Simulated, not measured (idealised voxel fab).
Herein follows the process module entitled voxel trench capacitor.
Shown is cross-section cut, with a width of 175 nm and square cells of size 5 nm.
A cross-section is written here as square cells arranged in a grid, and it is given in bands from the top down, each band taking up one or more rows of cells.
A band entry consists of two parts. The first gives the height of the band's top and the height of its bottom, in nm. The rest lists the band's materials from left to right, each with its width in nm. A single material labelled with the word "throughout" fills the band from edge to edge, and the word "blank" marks empty space.
Height 0 is the level under which the wafer as received is all one material. The lowest band goes on downwards, as in "0 and below".
Width: "30->40" (first number = top row, second number = bottom row, same change from row to row of cells).
"nothing changed" for a step: no cell of the cross-section changed in that step.
In the "Encapsulated voids" entry, you get each enclosed empty space of 8 cells or more, one with no open way to the top, written width x height at distance, distance from the left edge, in nm.
Whatever follows a step's settings on its line is a remark the simulator itself makes about that step.
Each step line may optionally specify "overlay nm", which for a step with a mask gives the rightward distance between the mask's planned place and where it lay, a negative value indicating the leftward direction.

### This section lists the process steps that were planned
1: RECEIVE (material Si)
2: CONFORMAL_DEP (material SiN; thk nm 10)
3: DIRECTIONAL_DEP (material aC; thk nm 15)
4: PATTERN (tone open; mask id TRENCH; material resist; width nm 25; pitch nm 55; thk nm 35; overlay nm 0)
5: DIRECTIONAL_ETCH (etch materials aC; depth nm 15)
6: STRIP (etch materials resist)
7: DIRECTIONAL_ETCH (etch materials SiN; depth nm 10)
8: DIRECTIONAL_ETCH (etch materials Si; depth nm 25)
9: STRIP (etch materials aC)
10: CONFORMAL_DEP (material Al2O3; thk nm 5)
11: CONFORMAL_DEP (material TiN; thk nm 5)
12: FILL_DEP (material W; thk nm 10)
13: CMP (height nm 10)

### Delivered wafer in cross-section: state after step 1
0 and below | Si throughout
Encapsulated voids: none

### Looking at the first of two wafers in cross-section at end of module - ran to plan
10 down to 0 | 45 nm SiN, then 5 nm Al2O3, then 5 nm TiN, then 5 nm W, then 5 nm TiN, then 5 nm Al2O3, then 30 nm SiN, then 5 nm Al2O3, then 5 nm TiN, then 5 nm W, then 5 nm TiN, then 5 nm Al2O3, then 50 nm SiN
0 down to -15 | 45 nm Si, then 5 nm Al2O3, then 5 nm TiN, then 5 nm W, then 5 nm TiN, then 5 nm Al2O3, then 30 nm Si, then 5 nm Al2O3, then 5 nm TiN, then 5 nm W, then 5 nm TiN, then 5 nm Al2O3, then 50 nm Si
-15 down to -20 | 45 nm Si, then 5 nm Al2O3, then 15 nm TiN, then 5 nm Al2O3, then 30 nm Si, then 5 nm Al2O3, then 15 nm TiN, then 5 nm Al2O3, then 50 nm Si
-20 down to -25 | 45 nm Si, then 25 nm Al2O3, then 30 nm Si, then 25 nm Al2O3, then 50 nm Si
-25 and below | Si throughout
Encapsulated voids: none

### Wafer two, sectioned after the module: the first wafer's start, the first wafer's plan, and one mistake in how it was run
10 down to 0 | 55 nm SiN, then 5 nm Al2O3, then 5 nm TiN, then 5 nm W, then 5 nm TiN, then 5 nm Al2O3, then 30 nm SiN, then 5 nm Al2O3, then 5 nm TiN, then 5 nm W, then 5 nm TiN, then 5 nm Al2O3, then 40 nm SiN
0 down to -15 | 55 nm Si, then 5 nm Al2O3, then 5 nm TiN, then 5 nm W, then 5 nm TiN, then 5 nm Al2O3, then 30 nm Si, then 5 nm Al2O3, then 5 nm TiN, then 5 nm W, then 5 nm TiN, then 5 nm Al2O3, then 40 nm Si
-15 down to -20 | 55 nm Si, then 5 nm Al2O3, then 15 nm TiN, then 5 nm Al2O3, then 30 nm Si, then 5 nm Al2O3, then 15 nm TiN, then 5 nm Al2O3, then 40 nm Si
-20 down to -25 | 55 nm Si, then 25 nm Al2O3, then 30 nm Si, then 25 nm Al2O3, then 40 nm Si
-25 and below | Si throughout
Encapsulated voids: none
Against the plan, the run slipped here: step 4 ran with different settings than intended, the actual operation and settings being PATTERN (tone open; mask id TRENCH; material resist; width nm 25; pitch nm 55; thk nm 35; overlay nm 10)
So at the finish, the second wafer's got exactly as many cells of each material as the first, just not in the same spots.
